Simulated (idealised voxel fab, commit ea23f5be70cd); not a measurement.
Documented hereafter: the process module known as voxel air gaps.
For reference, the cross-section in this document is cut, with width 175 nm and square cells of 5 nm.
Cross-section spec: square-cell grid; bands listed top down; each band is one or more rows. What a band's entry tells you: where the top is and where the bottom is, as heights in nm, and after that what lies inside, material by material from left to right, each with its width in nm. Empty space is written as the word "air", and a single material marked with the word "everywhere" occupies the band from edge to edge. Height reference: 0 = level under which incoming wafer is all one material. Lowest band: no bottom, runs on downward, e.g. "top 0, no bottom". The notation "30..40" denotes a width that varies across the rows of cells in the band, beginning at the first number in the top row, finishing at the second number in the bottom row, and changing by an identical amount from each row to the next. The cross-section has no changed cell in any step marked "no alterations made". Basically, "Catalogued sealed voids" tells you about the enclosed voids: empty spaces with no open way to the top, 8 cells or bigger, each written width x height at distance, where distance is from the left edge, all in nm. Anything after a step's settings on that line? It's the simulator's own note about the step. Each step line may optionally specify "overlay nm", which for a step with a mask gives the rightward distance between the mask's planned place and where it lay, a negative value indicating the leftward direction.

[These are the steps we planned for the process]
1: RECEIVE with material Si
2: CONFORMAL_DEP with material SiO2, thk nm 5
3: CONFORMAL_DEP with material SiCN, thk nm 5
4: DIRECTIONAL_DEP with material lowk, thk nm 35
5: DIRECTIONAL_DEP with material aC, thk nm 15
6: PATTERN with tone open, mask id LINES, material resist, width nm 25, pitch nm 50, thk nm 30, overlay nm 0
7: DIRECTIONAL_ETCH with etch materials aC, depth nm 15
8: STRIP with etch materials resist
9: DIRECTIONAL_ETCH with etch materials lowk, depth nm 35
10: STRIP with etch materials aC
11: CONFORMAL_DEP with material TiN, thk nm 5
12: FILL_DEP with material Cu, thk nm 5
13: CMP with height nm 55
14: EPI with material Ru, thk nm 10
15: SELECTIVE_ETCH with etch materials lowk, depth nm 45
16: CONFORMAL_DEP with material SiCN, thk nm 5
Wafers differ in thk nm at step 2; plan lists the first wafer's value; identical starting state.

[Incoming state of the first of several wafers in cross-section: after step 1]
	top 0, no bottom | Si everywhere
	Catalogued sealed voids: none

[The figure below presents a cross-section of the first of several wafers at the conclusion of the module, following its last step, step 16]
	top 70, bottom 65 | SiCN everywhere
	top 65, bottom 55 | Ru everywhere
	top 55, bottom 50 | Cu everywhere
	top 50, bottom 45 | 30 of TiN; 15 of Cu; 35 of TiN; 15 of Cu; 35 of TiN; 15 of Cu; 30 of TiN
	top 45, bottom 15 | 25 of lowk; 5 of TiN; 15 of Cu; 5 of TiN; 25 of lowk; 5 of TiN; 15 of Cu; 5 of TiN; 25 of lowk; 5 of TiN; 15 of Cu; 5 of TiN; 25 of lowk
	top 15, bottom 10 | 25 of lowk; 25 of TiN; 25 of lowk; 25 of TiN; 25 of lowk; 25 of TiN; 25 of lowk
	top 10, bottom 5 | SiCN everywhere
	top 5, bottom 0 | SiO2 everywhere
	top 0, no bottom | Si everywhere
	Catalogued sealed voids: none

[Final wafer of several, shown in cross-section at the end of the module]
	top 70, bottom 65 | 10 of air; 155 of SiCN; 10 of air
	top 65, bottom 55 | 10 of air; 5 of SiCN; 45 of Ru; 5 of SiCN; 45 of Ru; 5 of SiCN; 45 of Ru; 5 of SiCN; 10 of air
	top 55, bottom 50 | 10 of air; 15 of SiCN; 5 of TiN; 15 of Cu; 5 of TiN; 25 of SiCN; 5 of TiN; 15 of Cu; 5 of TiN; 25 of SiCN; 5 of TiN; 15 of Cu; 5 of TiN; 15 of SiCN; 10 of air
	top 50, bottom 40 | 20 of air; 5 of SiCN; 5 of TiN; 15 of Cu; 5 of TiN; 5 of SiCN; 15 of air; 5 of SiCN; 5 of TiN; 15 of Cu; 5 of TiN; 5 of SiCN; 15 of air; 5 of SiCN; 5 of TiN; 15 of Cu; 5 of TiN; 5 of SiCN; 20 of air
	top 40, bottom 35 | 25 of SiCN; 25 of TiN; 25 of SiCN; 25 of TiN; 25 of SiCN; 25 of TiN; 25 of SiCN
	top 35, bottom 30 | SiCN everywhere
	top 30, bottom 0 | SiO2 everywhere
	top 0, no bottom | Si everywhere
	Catalogued sealed voids: none

[Where each wafer stands at the end of the module, a row apiece: cells of each material gained (+) or lost (-) since it was received, then closed voids]
thk nm 5; +98 Cu; +70 Ru; +70 SiCN; +35 SiO2; +77 TiN; +140 lowk; Catalogued sealed voids: none
thk nm 10; +63 Cu; +70 Ru; +70 SiCN; +70 SiO2; +77 TiN; +140 lowk; Catalogued sealed voids: none
thk nm 15; +54 Cu; +54 Ru; +140 SiCN; +105 SiO2; +51 TiN; Catalogued sealed voids: 15 x 25 at 55; 15 x 25 at 105
thk nm 20; +45 Cu; +54 Ru; +134 SiCN; +140 SiO2; +45 TiN; Catalogued sealed voids: 15 x 20 at 55; 15 x 20 at 105
thk nm 25; +36 Cu; +54 Ru; +128 SiCN; +175 SiO2; +39 TiN; Catalogued sealed voids: 15 x 15 at 55; 15 x 15 at 105
thk nm 30; +27 Cu; +54 Ru; +122 SiCN; +210 SiO2; +33 TiN; Catalogued sealed voids: none
